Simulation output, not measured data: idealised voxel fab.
process module | voxel wiring stack
cross-section cut | 255 nm wide | cells 5 nm
A cross-section is a grid of square cells, given in bands from the top down. A band is one or more rows of cells.
Each band's line starts with the height of the band's top and of its bottom, in nm. Then come its materials from left to right, each with its width in nm. One material with "throughout" fills the band from edge to edge. "air" is empty space.
Height 0 is the level under which the wafer as received is all one material. The lowest band goes on downwards, as in "0 down".
A width such as "30 to 40" changes by the same amount from each row of cells to the next, from the band's top row to its bottom row.
"no change" after a step means that no cell of the cross-section changed.
closed voids: empty space of 8 cells or more with no open way to the top, each as width x height at its distance from the left edge, in nm
after a step's settings: what the simulator itself notes on the step
overlay nm, on a step with a mask: how far to the right of its planned place the mask lay; to the left if negative
plan
1 op RECEIVE | material Si
2 op CONFORMAL_DEP | material SiO2 | thk nm 10
3 op DIRECTIONAL_DEP | material TiN | thk nm 5
4 op DIRECTIONAL_DEP | material Ru | thk nm 25
5 op PATTERN | tone cover | mask id METAL_1 | material resist | width nm 25 | pitch nm 45 | thk nm 20 | overlay nm 0
6 op DIRECTIONAL_ETCH | etch materials Ru | depth nm 25
7 op DIRECTIONAL_ETCH | etch materials TiN | depth nm 5
8 op STRIP | etch materials resist
9 op CONFORMAL_DEP | material SiN | thk nm 5
10 op FILL_DEP | material lowk | thk nm 5
11 op CMP | height nm 40
12 op CONFORMAL_DEP | material SiCN | thk nm 5
13 op DIRECTIONAL_DEP | material lowk | thk nm 25
14 op PATTERN | tone open | mask id METAL_2 | material resist | width nm 25 | pitch nm 45 | thk nm 20 | overlay nm 0
15 op DIRECTIONAL_ETCH | etch materials lowk | depth nm 15
16 op STRIP | etch materials resist
17 op PATTERN | tone open | mask id METAL_2_HOLES | material resist | width nm 15 | pitch nm 45 | thk nm 20 | overlay nm 0
18 op DIRECTIONAL_ETCH | etch materials lowk | depth nm 10
19 op DIRECTIONAL_ETCH | etch materials SiCN | depth nm 5
20 op STRIP | etch materials resist
21 op CONFORMAL_DEP | material TiN | thk nm 5
22 op FILL_DEP | material Cu | thk nm 5
23 op CMP | height nm 70
24 op CONFORMAL_DEP | material SiN | thk nm 5
as received, after step 1
  0 down: Si throughout
  closed voids: none
a wafer at the end: this start, this plan, one mistake
  75 to 70: SiN throughout
  70 to 60: lowk 45 | TiN 5 | Cu 15 | TiN 5 | lowk 20 | TiN 5 | Cu 15 | TiN 5 | lowk 20 | TiN 5 | Cu 15 | TiN 5 | lowk 20 | TiN 5 | Cu 15 | TiN 5 | lowk 50
  60 to 55: lowk 45 | TiN 10 | Cu 5 | TiN 10 | lowk 20 | TiN 10 | Cu 5 | TiN 10 | lowk 20 | TiN 10 | Cu 5 | TiN 10 | lowk 20 | TiN 10 | Cu 5 | TiN 10 | lowk 50
  55 to 45: lowk 50 | TiN 5 | Cu 5 | TiN 5 | lowk 30 | TiN 5 | Cu 5 | TiN 5 | lowk 30 | TiN 5 | Cu 5 | TiN 5 | lowk 30 | TiN 5 | Cu 5 | TiN 5 | lowk 55
  45 to 40: SiCN 50 | TiN 15 | SiCN 30 | TiN 15 | SiCN 30 | TiN 15 | SiCN 30 | TiN 15 | SiCN 55
  40 to 15: lowk 40 | SiN 5 | Ru 25 | SiN 5 | lowk 10 | SiN 5 | Ru 25 | SiN 5 | lowk 10 | SiN 5 | Ru 25 | SiN 5 | lowk 10 | SiN 5 | Ru 25 | SiN 5 | lowk 45
  15 to 10: SiN 45 | TiN 25 | SiN 20 | TiN 25 | SiN 20 | TiN 25 | SiN 20 | TiN 25 | SiN 50
  10 to 0: SiO2 throughout
  0 down: Si throughout
  closed voids: none
what went wrong: step 17 ran as: op PATTERN | tone open | mask id METAL_2_HOLES | material resist | width nm 15 | pitch nm 45 | thk nm 20 | overlay nm 5
